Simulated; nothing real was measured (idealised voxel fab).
Presented below is a process module, voxel tone inversion.
We display cut, a cross-section 240 nm in width whose square cells are each 5 nm.
We lay out every cross-section as a grid of square cells and spell it out in bands from the top down, where one band means one or more rows of cells. Band: top height; bottom height; in nm. Then, left to right: material with width in nm, for each material. "all across": a single material spanning edge to edge. "air": empty space. Where do heights start? At 0: under that level the wafer as delivered is made of one material only. And the lowest band has no floor; it just carries on downward, as in "z 0 and below". Think of "30->40" as a width that walks from the first number to the second as you go down the band, top row to bottom row, taking equal-sized steps from row to row. "all unchanged", as given for a step, is the statement that not any cell of the cross-section underwent a change during that step. Listed in "Voids, enclosed": every empty space of 8 or more cells without an open way to the top. Form: width x height at distance, the distance being from the left edge, all in nm. Past the settings on a step's line: simulator remark, on that step. Steps that use a mask can have "overlay nm" on their line. It says how far the mask sat to the right of where it was meant to be. Negative means to the left.

### Listed below are the process steps as planned
1) RECEIVE,material Si
2) CONFORMAL_DEP,material SiCN,thk nm 5
3) DIRECTIONAL_DEP,material polySi,thk nm 20
4) PATTERN,tone cover,mask id POSTS,material resist,width nm 25,pitch nm 55,thk nm 30,overlay nm 0
5) DIRECTIONAL_ETCH,etch materials polySi,depth nm 20
6) STRIP,etch materials resist
7) FILL_DEP,material lowk,thk nm 10
8) CMP,height nm 25
9) STRIP,etch materials polySi

### Received-state cross-section, reflecting completion of step 1
- z 0 and below: Si all across
- Voids, enclosed: none

### Same starting wafer, same plan as above, one mistake in the execution; this is the cross-section at the end of the module
- z 25 to 5: 40 of lowk / 25 of air / 30 of lowk / 25 of air / 30 of lowk / 25 of air / 65 of lowk
- z 5 to 0: SiCN all across
- z 0 and below: Si all across
- Voids, enclosed: none
Which mistake was made when the wafer was run? not per plan at step 4, really ran PATTERN,tone cover,mask id POSTS,material resist,width nm 25,pitch nm 55,thk nm 30,overlay nm -10
